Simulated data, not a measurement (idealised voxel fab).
process module | voxel transistor to metal
cross-section cut | 180 nm wide | cells 5 nm
A cross-section is a grid of square cells, given in bands from the top down. A band is one or more rows of cells.
Each band's line starts with the height of the band's top and of its bottom, in nm. Then come its materials from left to right, each with its width in nm. One material with "throughout" fills the band from edge to edge. "air" is empty space.
Height 0 is the level under which the wafer as received is all one material. The lowest band goes on downwards, as in "0 down".
A width such as "30 to 40" changes by the same amount from each row of cells to the next, from the band's top row to its bottom row.
"no change" after a step means that no cell of the cross-section changed.
closed voids: empty space of 8 cells or more with no open way to the top, each as width x height at its distance from the left edge, in nm
after a step's settings: what the simulator itself notes on the step
overlay nm, on a step with a mask: how far to the right of its planned place the mask lay; to the left if negative
plan
1 op RECEIVE | material Si
2 op CONFORMAL_DEP | material SiO2 | thk nm 5
3 op CONFORMAL_DEP | material SiN | thk nm 10
4 op DIRECTIONAL_DEP | material aC | thk nm 15
5 op PATTERN | tone cover | mask id ACTIVE | material resist | width nm 115 | thk nm 35 | overlay nm 0
6 op DIRECTIONAL_ETCH | etch materials aC | depth nm 15
7 op STRIP | etch materials resist
8 op DIRECTIONAL_ETCH | etch materials SiN | depth nm 10
9 op DIRECTIONAL_ETCH | etch materials SiO2 | depth nm 5
10 op DIRECTIONAL_ETCH | etch materials Si | depth nm 20
11 op STRIP | etch materials aC
12 op OXIDIZE | depth nm 5
13 op FILL_DEP | material SiO2 | thk nm 15
14 op CMP | height nm 15
15 op SELECTIVE_ETCH | etch materials SiO2 | depth nm 5
16 op STRIP | etch materials SiN
17 op SELECTIVE_ETCH | etch materials SiO2 | depth nm 5
18 op OXIDIZE | depth nm 5
19 op DIRECTIONAL_DEP | material polySi | thk nm 30
20 op DIRECTIONAL_DEP | material SiCN | thk nm 10
21 op MASKED_ETCH | tone cover | mask id GATE | width nm 25 | etch materials SiCN | depth nm 20 | overlay nm 0
22 op MASKED_ETCH | tone cover | mask id GATE | width nm 25 | etch materials polySi | depth nm 40 | overlay nm 0
23 op CONFORMAL_DEP | material SiN | thk nm 5
24 op DIRECTIONAL_ETCH | etch materials SiN | depth nm 5
25 op DIRECTIONAL_ETCH | etch materials SiO2 | depth nm 5
26 op DIRECTIONAL_ETCH | etch materials Si | depth nm 15
27 op EPI | material nSi | thk nm 15
28 op FILL_DEP | material SiO2 | thk nm 5
29 op CMP | height nm 30
30 op STRIP | etch materials polySi
31 op SELECTIVE_ETCH | etch materials SiO2 | depth nm 5
32 op CONFORMAL_DEP | material HfO2 | thk nm 5
33 op CONFORMAL_DEP | material TiN | thk nm 5
34 op FILL_DEP | material W | thk nm 10
35 op CMP | height nm 25
36 op DIRECTIONAL_DEP | material SiO2 | thk nm 10
37 op MASKED_ETCH | tone open | mask id CONTACT | width nm 15 | pitch nm 80 | etch materials SiO2 | depth nm 40 | overlay nm 0
38 op CONFORMAL_DEP | material TiN | thk nm 5
39 op FILL_DEP | material W | thk nm 5
40 op CMP | height nm 35
41 op DIRECTIONAL_DEP | material TiN | thk nm 5
42 op DIRECTIONAL_DEP | material Ru | thk nm 20
43 op MASKED_ETCH | tone cover | mask id METAL_1 | width nm 15 | pitch nm 80 | etch materials Ru | depth nm 20 | overlay nm 0
44 op MASKED_ETCH | tone cover | mask id METAL_1 | width nm 15 | pitch nm 80 | etch materials TiN | depth nm 5 | overlay nm 0
45 op CONFORMAL_DEP | material SiN | thk nm 5
46 op FILL_DEP | material SiO2 | thk nm 10
47 op CMP | height nm 60
48 op CONFORMAL_DEP | material SiCN | thk nm 5
first wafer, as planned
as received, after step 1
  0 down: Si throughout
  closed voids: none
after step 2
  5 to 0: SiO2 throughout
  below 0: unchanged
after step 3
  15 to 5: SiN throughout
  below 5: unchanged
after step 4
  30 to 15: aC throughout
  below 15: unchanged
after step 5
  65 to 30: air 30 | resist 115 | air 35
  below 30: unchanged
after step 6
  50 to 30: air 30 | resist 115 | air 35
  30 to 15: air 30 | aC 115 | air 35
  below 15: unchanged
after step 7
  30 to 15: air 30 | aC 115 | air 35
  below 15: unchanged
after step 8
  30 to 15: air 30 | aC 115 | air 35
  15 to 5: air 30 | SiN 115 | air 35
  below 5: unchanged
after step 9
  30 to 15: air 30 | aC 115 | air 35
  15 to 5: air 30 | SiN 115 | air 35
  5 to 0: air 30 | SiO2 115 | air 35
  below 0: unchanged
after step 10
  30 to 15: air 30 | aC 115 | air 35
  15 to 5: air 30 | SiN 115 | air 35
  5 to 0: air 30 | SiO2 115 | air 35
  0 to -20: air 30 | Si 115 | air 35
  below -20: unchanged
after step 11
  15 to 5: air 30 | SiN 115 | air 35
  below 5: unchanged
after step 12
  15 to 5: air 30 | SiN 115 | air 35
  5 to 0: air 30 | SiO2 115 | air 35
  0 to -20: air 30 | SiO2 5 | Si 105 | SiO2 5 | air 35
  -20 to -25: SiO2 35 | Si 105 | SiO2 40
  below -25: unchanged
after step 13
  30 to 15: SiO2 throughout
  15 to 5: SiO2 30 | SiN 115 | SiO2 35
  5 to 0: SiO2 throughout
  0 to -25: SiO2 35 | Si 105 | SiO2 40
  below -25: unchanged
after step 14
  15 to 5: SiO2 30 | SiN 115 | SiO2 35
  below 5: unchanged
after step 15
  15 to 10: air 30 | SiN 115 | air 35
  below 10: unchanged
after step 16
  10 to 5: SiO2 30 | air 115 | SiO2 35
  below 5: unchanged
after step 17
  5 to 0: SiO2 25 | air 125 | SiO2 30
  below 0: unchanged
after step 18
  5 to 0: SiO2 25 | air 125 | SiO2 30
  0 to -5: SiO2 throughout
  below -5: unchanged
after step 19
  35 to 30: polySi 25 | air 125 | polySi 30
  30 to 5: polySi throughout
  5 to 0: SiO2 25 | polySi 125 | SiO2 30
  below 0: unchanged
after step 20
  45 to 40: SiCN 25 | air 125 | SiCN 30
  40 to 35: SiCN throughout
  35 to 30: polySi 25 | SiCN 125 | polySi 30
  below 30: unchanged
after step 21
  40 to 35: air 75 | SiCN 25 | air 80
  35 to 30: polySi 25 | air 50 | SiCN 25 | air 50 | polySi 30
  below 30: unchanged
after step 22
  40 to 30: air 75 | SiCN 25 | air 80
  30 to 5: air 75 | polySi 25 | air 80
  5 to 0: SiO2 25 | air 50 | polySi 25 | air 50 | SiO2 30
  below 0: unchanged
after step 23
  45 to 40: air 70 | SiN 35 | air 75
  40 to 30: air 70 | SiN 5 | SiCN 25 | SiN 5 | air 75
  30 to 10: air 70 | SiN 5 | polySi 25 | SiN 5 | air 75
  10 to 5: SiN 30 | air 40 | SiN 5 | polySi 25 | SiN 5 | air 40 | SiN 35
  5 to 0: SiO2 25 | SiN 50 | polySi 25 | SiN 50 | SiO2 30
  below 0: unchanged
after step 24
  40 to 30: air 70 | SiN 5 | SiCN 25 | SiN 5 | air 75
  30 to 5: air 70 | SiN 5 | polySi 25 | SiN 5 | air 75
  5 to 0: SiO2 25 | SiN 5 | air 40 | SiN 5 | polySi 25 | SiN 5 | air 40 | SiN 5 | SiO2 30
  below 0: unchanged
after step 25
  40 to 30: air 70 | SiN 5 | SiCN 25 | SiN 5 | air 75
  30 to 5: air 70 | SiN 5 | polySi 25 | SiN 5 | air 75
  5 to 0: air 25 | SiN 5 | air 40 | SiN 5 | polySi 25 | SiN 5 | air 40 | SiN 5 | air 30
  0 to -5: SiO2 30 | air 40 | SiO2 35 | air 40 | SiO2 35
  below -5: unchanged
after step 26
  40 to 30: air 70 | SiN 5 | SiCN 25 | SiN 5 | air 75
  30 to 5: air 70 | SiN 5 | polySi 25 | SiN 5 | air 75
  5 to 0: air 25 | SiN 5 | air 40 | SiN 5 | polySi 25 | SiN 5 | air 40 | SiN 5 | air 30
  0 to -5: SiO2 30 | air 40 | SiO2 35 | air 40 | SiO2 35
  -5 to -20: SiO2 35 | air 35 | Si 35 | air 35 | SiO2 40
  below -20: unchanged
after step 27
  40 to 30: air 70 | SiN 5 | SiCN 25 | SiN 5 | air 75
  30 to 10: air 70 | SiN 5 | polySi 25 | SiN 5 | air 75
  10 to 5: air 55 | nSi 15 | SiN 5 | polySi 25 | SiN 5 | nSi 15 | air 60
  5 to 0: air 25 | SiN 5 | air 25 | nSi 15 | SiN 5 | polySi 25 | SiN 5 | nSi 15 | air 25 | SiN 5 | air 30
  0 to -5: SiO2 30 | air 25 | nSi 15 | SiO2 35 | nSi 15 | air 25 | SiO2 35
  -5 to -20: SiO2 35 | nSi 35 | Si 35 | nSi 35 | SiO2 40
  below -20: unchanged
after step 28
  45 to 40: SiO2 throughout
  40 to 30: SiO2 70 | SiN 5 | SiCN 25 | SiN 5 | SiO2 75
  30 to 10: SiO2 70 | SiN 5 | polySi 25 | SiN 5 | SiO2 75
  10 to 5: SiO2 55 | nSi 15 | SiN 5 | polySi 25 | SiN 5 | nSi 15 | SiO2 60
  5 to 0: SiO2 25 | SiN 5 | SiO2 25 | nSi 15 | SiN 5 | polySi 25 | SiN 5 | nSi 15 | SiO2 25 | SiN 5 | SiO2 30
  0 to -5: SiO2 55 | nSi 15 | SiO2 35 | nSi 15 | SiO2 60
  below -5: unchanged
after step 29
  30 to 10: SiO2 70 | SiN 5 | polySi 25 | SiN 5 | SiO2 75
  below 10: unchanged
after step 30
  30 to 10: SiO2 70 | SiN 5 | air 25 | SiN 5 | SiO2 75
  10 to 5: SiO2 55 | nSi 15 | SiN 5 | air 25 | SiN 5 | nSi 15 | SiO2 60
  5 to 0: SiO2 25 | SiN 5 | SiO2 25 | nSi 15 | SiN 5 | air 25 | SiN 5 | nSi 15 | SiO2 25 | SiN 5 | SiO2 30
  below 0: unchanged
after step 31
  30 to 25: air 70 | SiN 5 | air 25 | SiN 5 | air 75
  25 to 10: SiO2 70 | SiN 5 | air 25 | SiN 5 | SiO2 75
  10 to 5: SiO2 55 | nSi 15 | SiN 5 | air 25 | SiN 5 | nSi 15 | SiO2 60
  5 to 0: SiO2 25 | SiN 5 | SiO2 25 | nSi 15 | SiN 5 | air 25 | SiN 5 | nSi 15 | SiO2 25 | SiN 5 | SiO2 30
  0 to -5: SiO2 55 | nSi 15 | air 35 | nSi 15 | SiO2 60
  below -5: unchanged
after step 32
  35 to 30: air 65 | HfO2 15 | air 15 | HfO2 15 | air 70
  30 to 25: HfO2 70 | SiN 5 | HfO2 5 | air 15 | HfO2 5 | SiN 5 | HfO2 75
  25 to 10: SiO2 70 | SiN 5 | HfO2 5 | air 15 | HfO2 5 | SiN 5 | SiO2 75
  10 to 5: SiO2 55 | nSi 15 | SiN 5 | HfO2 5 | air 15 | HfO2 5 | SiN 5 | nSi 15 | SiO2 60
  5 to 0: SiO2 25 | SiN 5 | SiO2 25 | nSi 15 | SiN 5 | HfO2 5 | air 15 | HfO2 5 | SiN 5 | nSi 15 | SiO2 25 | SiN 5 | SiO2 30
  0 to -5: SiO2 55 | nSi 15 | HfO2 35 | nSi 15 | SiO2 60
  below -5: unchanged
after step 33
  40 to 35: air 60 | TiN 25 | air 5 | TiN 25 | air 65
  35 to 30: TiN 65 | HfO2 15 | TiN 5 | air 5 | TiN 5 | HfO2 15 | TiN 70
  30 to 25: HfO2 70 | SiN 5 | HfO2 5 | TiN 5 | air 5 | TiN 5 | HfO2 5 | SiN 5 | HfO2 75
  25 to 10: SiO2 70 | SiN 5 | HfO2 5 | TiN 5 | air 5 | TiN 5 | HfO2 5 | SiN 5 | SiO2 75
  10 to 5: SiO2 55 | nSi 15 | SiN 5 | HfO2 5 | TiN 5 | air 5 | TiN 5 | HfO2 5 | SiN 5 | nSi 15 | SiO2 60
  5 to 0: SiO2 25 | SiN 5 | SiO2 25 | nSi 15 | SiN 5 | HfO2 5 | TiN 15 | HfO2 5 | SiN 5 | nSi 15 | SiO2 25 | SiN 5 | SiO2 30
  below 0: unchanged
after step 34
  50 to 40: W throughout
  40 to 35: W 60 | TiN 25 | W 5 | TiN 25 | W 65
  35 to 30: TiN 65 | HfO2 15 | TiN 5 | W 5 | TiN 5 | HfO2 15 | TiN 70
  30 to 25: HfO2 70 | SiN 5 | HfO2 5 | TiN 5 | W 5 | TiN 5 | HfO2 5 | SiN 5 | HfO2 75
  25 to 10: SiO2 70 | SiN 5 | HfO2 5 | TiN 5 | W 5 | TiN 5 | HfO2 5 | SiN 5 | SiO2 75
  10 to 5: SiO2 55 | nSi 15 | SiN 5 | HfO2 5 | TiN 5 | W 5 | TiN 5 | HfO2 5 | SiN 5 | nSi 15 | SiO2 60
  below 5: unchanged
after step 35
  25 to 10: SiO2 70 | SiN 5 | HfO2 5 | TiN 5 | W 5 | TiN 5 | HfO2 5 | SiN 5 | SiO2 75
  below 10: unchanged
after step 36
  35 to 25: SiO2 throughout
  below 25: unchanged
after step 37
  35 to 25: SiO2 40 | air 15 | SiO2 65 | air 15 | SiO2 45
  25 to 10: SiO2 40 | air 15 | SiO2 15 | SiN 5 | HfO2 5 | TiN 5 | W 5 | TiN 5 | HfO2 5 | SiN 5 | SiO2 15 | air 15 | SiO2 45
  10 to 5: SiO2 40 | air 15 | nSi 15 | SiN 5 | HfO2 5 | TiN 5 | W 5 | TiN 5 | HfO2 5 | SiN 5 | nSi 15 | air 15 | SiO2 45
  5 to 0: SiO2 25 | SiN 5 | SiO2 10 | air 15 | nSi 15 | SiN 5 | HfO2 5 | TiN 15 | HfO2 5 | SiN 5 | nSi 15 | air 15 | SiO2 10 | SiN 5 | SiO2 30
  0 to -5: SiO2 40 | air 15 | nSi 15 | HfO2 35 | nSi 15 | air 15 | SiO2 45
  below -5: unchanged
after step 38
  40 to 35: TiN 45 | air 5 | TiN 75 | air 5 | TiN 50
  35 to 25: SiO2 40 | TiN 5 | air 5 | TiN 5 | SiO2 65 | TiN 5 | air 5 | TiN 5 | SiO2 45
  25 to 10: SiO2 40 | TiN 5 | air 5 | TiN 5 | SiO2 15 | SiN 5 | HfO2 5 | TiN 5 | W 5 | TiN 5 | HfO2 5 | SiN 5 | SiO2 15 | TiN 5 | air 5 | TiN 5 | SiO2 45
  10 to 5: SiO2 40 | TiN 5 | air 5 | TiN 5 | nSi 15 | SiN 5 | HfO2 5 | TiN 5 | W 5 | TiN 5 | HfO2 5 | SiN 5 | nSi 15 | TiN 5 | air 5 | TiN 5 | SiO2 45
  5 to 0: SiO2 25 | SiN 5 | SiO2 10 | TiN 5 | air 5 | TiN 5 | nSi 15 | SiN 5 | HfO2 5 | TiN 15 | HfO2 5 | SiN 5 | nSi 15 | TiN 5 | air 5 | TiN 5 | SiO2 10 | SiN 5 | SiO2 30
  0 to -5: SiO2 40 | TiN 15 | nSi 15 | HfO2 35 | nSi 15 | TiN 15 | SiO2 45
  below -5: unchanged
after step 39
  45 to 40: W throughout
  40 to 35: TiN 45 | W 5 | TiN 75 | W 5 | TiN 50
  35 to 25: SiO2 40 | TiN 5 | W 5 | TiN 5 | SiO2 65 | TiN 5 | W 5 | TiN 5 | SiO2 45
  25 to 10: SiO2 40 | TiN 5 | W 5 | TiN 5 | SiO2 15 | SiN 5 | HfO2 5 | TiN 5 | W 5 | TiN 5 | HfO2 5 | SiN 5 | SiO2 15 | TiN 5 | W 5 | TiN 5 | SiO2 45
  10 to 5: SiO2 40 | TiN 5 | W 5 | TiN 5 | nSi 15 | SiN 5 | HfO2 5 | TiN 5 | W 5 | TiN 5 | HfO2 5 | SiN 5 | nSi 15 | TiN 5 | W 5 | TiN 5 | SiO2 45
  5 to 0: SiO2 25 | SiN 5 | SiO2 10 | TiN 5 | W 5 | TiN 5 | nSi 15 | SiN 5 | HfO2 5 | TiN 15 | HfO2 5 | SiN 5 | nSi 15 | TiN 5 | W 5 | TiN 5 | SiO2 10 | SiN 5 | SiO2 30
  below 0: unchanged
after step 40
  35 to 25: SiO2 40 | TiN 5 | W 5 | TiN 5 | SiO2 65 | TiN 5 | W 5 | TiN 5 | SiO2 45
  below 25: unchanged
after step 41
  40 to 35: TiN throughout
  below 35: unchanged
after step 42
  60 to 40: Ru throughout
  below 40: unchanged
after step 43
  60 to 40: air 40 | Ru 15 | air 65 | Ru 15 | air 45
  below 40: unchanged
after step 44
  60 to 40: air 40 | Ru 15 | air 65 | Ru 15 | air 45
  40 to 35: air 40 | TiN 15 | air 65 | TiN 15 | air 45
  below 35: unchanged
after step 45
  65 to 60: air 35 | SiN 25 | air 55 | SiN 25 | air 40
  60 to 40: air 35 | SiN 5 | Ru 15 | SiN 5 | air 55 | SiN 5 | Ru 15 | SiN 5 | air 40
  40 to 35: SiN 40 | TiN 15 | SiN 65 | TiN 15 | SiN 45
  below 35: unchanged
after step 46
  75 to 65: SiO2 throughout
  65 to 60: SiO2 35 | SiN 25 | SiO2 55 | SiN 25 | SiO2 40
  60 to 40: SiO2 35 | SiN 5 | Ru 15 | SiN 5 | SiO2 55 | SiN 5 | Ru 15 | SiN 5 | SiO2 40
  below 40: unchanged
after step 47
  60 to 40: SiO2 35 | SiN 5 | Ru 15 | SiN 5 | SiO2 55 | SiN 5 | Ru 15 | SiN 5 | SiO2 40
  below 40: unchanged
after step 48
  65 to 60: SiCN throughout
  below 60: unchanged
second wafer: like start, like plan, one mistake. Through step 46 it matches the first wafer
when step 47 should have ended
  70 to 65: SiO2 throughout
  below 65: unchanged
when step 48 should have ended
  75 to 70: SiCN throughout
  below 70: unchanged
what went wrong: step 47 ran as: op CMP | height nm 70
at the end the second wafer has, in cells: 10 more of SiN | 62 more of SiO2
